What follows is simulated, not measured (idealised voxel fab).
process module | voxel wiring stack
cross-section cut | 195 nm wide | cells 5 nm
A cross-section is a grid of square cells, given in bands from the top down. A band is one or more rows of cells.
Each band's line starts with the height of the band's top and of its bottom, in nm. Then come its materials from left to right, each with its width in nm. One material with "throughout" fills the band from edge to edge. "air" is empty space.
Height 0 is the level under which the wafer as received is all one material. The lowest band goes on downwards, as in "0 down".
A width such as "30 to 40" changes by the same amount from each row of cells to the next, from the band's top row to its bottom row.
"no change" after a step means that no cell of the cross-section changed.
closed voids: empty space of 8 cells or more with no open way to the top, each as width x height at its distance from the left edge, in nm
after a step's settings: what the simulator itself notes on the step
overlay nm, on a step with a mask: how far to the right of its planned place the mask lay; to the left if negative
plan
1 op RECEIVE | material Si
2 op CONFORMAL_DEP | material SiO2 | thk nm 10
3 op DIRECTIONAL_DEP | material TiN | thk nm 5
4 op DIRECTIONAL_DEP | material W | thk nm 20
5 op DIRECTIONAL_DEP | material aC | thk nm 10
6 op PATTERN | tone cover | mask id METAL_1 | material resist | width nm 25 | pitch nm 50 | thk nm 25 | overlay nm 0
7 op DIRECTIONAL_ETCH | etch materials aC | depth nm 10
8 op STRIP | etch materials resist
9 op DIRECTIONAL_ETCH | etch materials W | depth nm 20
10 op DIRECTIONAL_ETCH | etch materials TiN | depth nm 5
11 op STRIP | etch materials aC
12 op FILL_DEP | material lowk | thk nm 5
13 op CMP | height nm 35
14 op CONFORMAL_DEP | material SiCN | thk nm 5
15 op DIRECTIONAL_DEP | material lowk | thk nm 10
16 op MASKED_ETCH | tone open | mask id PLUG_1 | width nm 15 | etch materials lowk | depth nm 10 | overlay nm 0
17 op MASKED_ETCH | tone open | mask id PLUG_1 | width nm 15 | etch materials SiCN | depth nm 5 | overlay nm 0
18 op CONFORMAL_DEP | material TiN | thk nm 5
19 op FILL_DEP | material W | thk nm 5
20 op CMP | height nm 50
21 op DIRECTIONAL_DEP | material TiN | thk nm 5
22 op DIRECTIONAL_DEP | material W | thk nm 20
23 op PATTERN | tone cover | mask id METAL_2 | material resist | width nm 25 | pitch nm 50 | thk nm 15 | overlay nm 0
24 op DIRECTIONAL_ETCH | etch materials W | depth nm 20
25 op DIRECTIONAL_ETCH | etch materials TiN | depth nm 5
26 op STRIP | etch materials resist
27 op CONFORMAL_DEP | material SiCN | thk nm 5
28 op FILL_DEP | material lowk | thk nm 10
29 op CMP | height nm 75
30 op CONFORMAL_DEP | material SiN | thk nm 5
as received, after step 1
  0 down: Si throughout
  closed voids: none
first wafer at the end, as planned
  80 to 75: SiN throughout
  75 to 55: lowk 55 | SiCN 5 | W 25 | SiCN 5 | lowk 15 | SiCN 5 | W 25 | SiCN 5 | lowk 55
  55 to 50: SiCN 60 | TiN 25 | SiCN 25 | TiN 25 | SiCN 60
  50 to 40: lowk 60 | TiN 5 | W 5 | TiN 5 | lowk 120
  40 to 35: SiCN 60 | TiN 15 | SiCN 120
  35 to 15: lowk 60 | W 25 | lowk 25 | W 25 | lowk 60
  15 to 10: lowk 60 | TiN 25 | lowk 25 | TiN 25 | lowk 60
  10 to 0: SiO2 throughout
  0 down: Si throughout
  closed voids: none
second wafer at the end: like start, like plan, one mistake
  80 to 75: SiN throughout
  75 to 55: lowk 60 | SiCN 5 | W 20 | SiCN 5 | lowk 20 | SiCN 5 | W 20 | SiCN 5 | lowk 55
  55 to 50: SiCN 65 | TiN 20 | SiCN 30 | TiN 20 | SiCN 60
  50 to 40: lowk 60 | TiN 5 | W 5 | TiN 5 | lowk 120
  40 to 35: SiCN 60 | TiN 15 | SiCN 120
  35 to 15: lowk 60 | W 25 | lowk 25 | W 25 | lowk 60
  15 to 10: lowk 60 | TiN 25 | lowk 25 | TiN 25 | lowk 60
  10 to 0: SiO2 throughout
  0 down: Si throughout
  closed voids: none
what went wrong: step 23 ran as: op PATTERN | tone cover | mask id METAL_2 | material resist | width nm 20 | pitch nm 50 | thk nm 15 | overlay nm 0
at the end the second wafer has, in cells: 2 more of SiCN | 2 fewer of TiN | 8 fewer of W | 8 more of lowk
